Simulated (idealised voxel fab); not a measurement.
Process module under the name voxel self aligned vias
Xsec cut, 155 nm wide, square cell size 5 nm.
Notation: cross-section as square-cell grid; stated in bands, top first, going down; one or more cell rows per band.
This entry defines a band. It first specifies the height of the band's top and the height of its bottom in nm, and then specifies the band's materials from left to right, stating each material with its width in nm. The word "throughout" identifies a single material that fills the band from edge to edge, while the word "empty" identifies empty space.
Note: height 0 marks the level under which the wafer is uniformly one material as received. Lowest band unbounded below, written "0 -> down".
Quick explanation for "30 to 40": the width changes in equal steps down the rows of cells, from the first number in the band's top row to the second number in its bottom row.
Key: "remains unaltered" - step with no changed cell in the cross-section.
So "Closed-off voids" is basically the list of trapped voids: any empty space of 8 cells or more that can't reach the top through an opening. They're written width x height at distance, the distance being from the left edge, and it's all nm.
Anything after a step's settings on that line? It's the simulator's own note about the step.
When a step includes a mask, the "overlay nm" setting on its line states how far to the right of its planned place that mask lay, and negative values state how far to the left.
### The steps planned for the process are as follows
- 1: RECEIVE: material Si
- 2: CONFORMAL_DEP: material SiO2, thk nm 10
- 3: CONFORMAL_DEP: material SiCN, thk nm 5
- 4: DIRECTIONAL_DEP: material lowk, thk nm 25
- 5: MASKED_ETCH: tone open, mask id LINES, width nm 20, pitch nm 45, etch materials lowk, depth nm 25, overlay nm 0
- 6: CONFORMAL_DEP: material TiN, thk nm 5
- 7: FILL_DEP: material W, thk nm 5
- 8: CMP: height nm 40
- 9: SELECTIVE_ETCH: etch materials W Ru TiN, depth nm 5
- 10: FILL_DEP: material SiN, thk nm 10
- 11: CMP: height nm 40
- 12: DIRECTIONAL_DEP: material lowk, thk nm 20
- 13: PATTERN: tone open, mask id VIAS, material resist, width nm 30, pitch nm 45, thk nm 15, overlay nm 0
- 14: DIRECTIONAL_ETCH: etch materials lowk, depth nm 20
- 15: DIRECTIONAL_ETCH: etch materials SiN, depth nm 5
- 16: STRIP: etch materials resist
- 17: CONFORMAL_DEP: material TiN, thk nm 5
- 18: FILL_DEP: material W, thk nm 10
- 19: CMP: height nm 60
- 20: CONFORMAL_DEP: material SiN, thk nm 5
### Cross-section of the wafer at receipt, which is the condition after step 1
    0 -> down | Si throughout
    Closed-off voids: none
### First of two wafers at the end of the module, shown in cross-section; run carried out as planned
    65 -> 60 | SiN throughout
    60 -> 45 | lowk=15; TiN=5; W=20; TiN=5; lowk=15; TiN=5; W=20; TiN=5; lowk=15; TiN=5; W=20; TiN=5; lowk=20
    45 -> 40 | lowk=15; TiN=10; W=10; TiN=10; lowk=15; TiN=10; W=10; TiN=10; lowk=15; TiN=10; W=10; TiN=10; lowk=20
    40 -> 35 | lowk=20; TiN=20; lowk=25; TiN=20; lowk=25; TiN=20; lowk=25
    35 -> 20 | lowk=20; TiN=5; W=10; TiN=5; lowk=25; TiN=5; W=10; TiN=5; lowk=25; TiN=5; W=10; TiN=5; lowk=25
    20 -> 15 | lowk=20; TiN=20; lowk=25; TiN=20; lowk=25; TiN=20; lowk=25
    15 -> 10 | SiCN throughout
    10 -> 0 | SiO2 throughout
    0 -> down | Si throughout
    Closed-off voids: none
### What the second wafer looks like in cross-section once the module is done. Its start and its plan matched the first wafer's exactly; what differed was one mistake in how it was run
    65 -> 60 | SiN throughout
    60 -> 40 | lowk=15; TiN=5; W=20; TiN=5; lowk=15; TiN=5; W=20; TiN=5; lowk=15; TiN=5; W=20; TiN=5; lowk=20
    40 -> 35 | SiN=15; TiN=30; SiN=15; TiN=30; SiN=15; TiN=30; SiN=20
    35 -> 30 | lowk=20; SiN=20; lowk=25; SiN=20; lowk=25; SiN=20; lowk=25
    30 -> 20 | lowk=20; TiN=5; W=10; TiN=5; lowk=25; TiN=5; W=10; TiN=5; lowk=25; TiN=5; W=10; TiN=5; lowk=25
    20 -> 15 | lowk=20; TiN=20; lowk=25; TiN=20; lowk=25; TiN=20; lowk=25
    15 -> 10 | SiCN throughout
    10 -> 0 | SiO2 throughout
    0 -> down | Si throughout
    Closed-off voids: none
What went wrong in running the wafer? note that step 8 departed from the planned setting and was carried out as CMP: height nm 35
Materials where the second wafer ends with more or fewer cells than the first: +25 SiN, -6 TiN, -19 lowk
